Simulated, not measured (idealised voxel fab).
The following process module bears the name voxel capacitor over wiring.
cross-section cut | 210 nm wide | cells 5 nm
Square cells in a grid make up a cross-section in this document, and the grid is given as bands, listed from the top down, each one or more rows of cells.
It is stipulated that each band's entry specify, in nanometres, the height of the top of the band and then that of its bottom, followed by the materials of the band in left-to-right sequence, each together with its width in nanometres. A single material marked by the word "edge to edge" is understood to fill the band from edge to edge; the word "air" is understood to denote empty space.
Height 0 is the level under which the wafer as received is all one material. The lowest band goes on downwards, as in "0 -> down".
Read "30->40" as a graded width: first number on top, second number at the bottom, same change between each pair of neighbouring rows.
"nothing altered", as given for a step, is the statement that not any cell of the cross-section underwent a change during that step.
"Closed void table": sealed empty spaces, 8 cells or more, no open way to top, listed width x height at distance, with distance from the left edge and width, height and distance in nm.
Anything after a step's settings on that line? It's the simulator's own note about the step.
"overlay nm" denotes, for a step that has a mask, the displacement of the mask to the right of its planned place, with negative values corresponding to the left.

**Steps in the process plan**
- 1: RECEIVE | material Si
- 2: CONFORMAL_DEP | material SiO2 | thk nm 15
- 3: CONFORMAL_DEP | material SiCN | thk nm 5
- 4: DIRECTIONAL_DEP | material SiO2 | thk nm 25
- 5: MASKED_ETCH | tone open | mask id METAL_1 | width nm 25 | pitch nm 75 | etch materials SiO2 | depth nm 25 | overlay nm 0
- 6: MASKED_ETCH | tone open | mask id METAL_1 | width nm 25 | pitch nm 75 | etch materials SiCN | depth nm 5 | overlay nm 0
- 7: CONFORMAL_DEP | material TiN | thk nm 5
- 8: FILL_DEP | material W | thk nm 10
- 9: CMP | height nm 45
- 10: EPI | material Ru | thk nm 5
- 11: FILL_DEP | material SiCN | thk nm 5
- 12: DIRECTIONAL_DEP | material SiO2 | thk nm 10
- 13: MASKED_ETCH | tone open | mask id PLUG_1 | width nm 15 | etch materials SiO2 | depth nm 10 | overlay nm 0
- 14: MASKED_ETCH | tone open | mask id PLUG_1 | width nm 15 | etch materials SiCN | depth nm 5 | overlay nm 0
- 15: CONFORMAL_DEP | material TiN | thk nm 5
- 16: FILL_DEP | material W | thk nm 5
- 17: CMP | height nm 65
- 18: DIRECTIONAL_DEP | material TiN | thk nm 10
- 19: DIRECTIONAL_DEP | material Al2O3 | thk nm 5
- 20: DIRECTIONAL_DEP | material TiN | thk nm 10
- 21: PATTERN | tone cover | mask id UPPER_PLATE | material resist | width nm 55 | thk nm 20 | overlay nm 0
- 22: DIRECTIONAL_ETCH | etch materials TiN | depth nm 10
- 23: DIRECTIONAL_ETCH | etch materials Al2O3 | depth nm 5
- 24: STRIP | etch materials resist
- 25: PATTERN | tone cover | mask id LOWER_PLATE | material resist | width nm 65 | thk nm 15 | overlay nm 0
- 26: DIRECTIONAL_ETCH | etch materials TiN | depth nm 10
- 27: STRIP | etch materials resist
- 28: FILL_DEP | material SiO2 | thk nm 20
- 29: CMP | height nm 105
- 30: PATTERN | tone open | mask id PLUG_2 | material resist | width nm 15 | thk nm 20 | overlay nm 0
- 31: DIRECTIONAL_ETCH | etch materials SiO2 | depth nm 15
- 32: STRIP | etch materials resist
- 33: CONFORMAL_DEP | material TiN | thk nm 5
- 34: FILL_DEP | material Ru | thk nm 5
- 35: CMP | height nm 105
- 36: CONFORMAL_DEP | material SiCN | thk nm 5

**As received (post step 1): cross-section**
  0 -> down | Si edge to edge
  Closed void table: none

**Look at the cross-section after the module: the wafer started out the way shown above and the plan was the one shown above, yet one mistake was made along the way**
  110 -> 105 | SiCN edge to edge
  105 -> 90 | Al2O3 edge to edge
  90 -> 80 | 65 Al2O3 / 55 TiN / 90 Al2O3
  80 -> 75 | Al2O3 edge to edge
  75 -> 65 | 60 Al2O3 / 65 TiN / 85 Al2O3
  65 -> 55 | 65 SiO2 / 5 TiN / 5 W / 5 TiN / 130 SiO2
  55 -> 50 | 65 SiCN / 15 TiN / 130 SiCN
  50 -> 45 | 50 SiCN / 35 Ru / 40 SiCN / 35 Ru / 50 SiCN
  45 -> 20 | 55 SiO2 / 5 TiN / 15 W / 5 TiN / 50 SiO2 / 5 TiN / 15 W / 5 TiN / 55 SiO2
  20 -> 15 | 55 SiCN / 25 TiN / 50 SiCN / 25 TiN / 55 SiCN
  15 -> 0 | SiO2 edge to edge
  0 -> down | Si edge to edge
  Closed void table: none
Plan not followed: step 28 did not use the planned setting and instead ran as FILL_DEP | material Al2O3 | thk nm 20
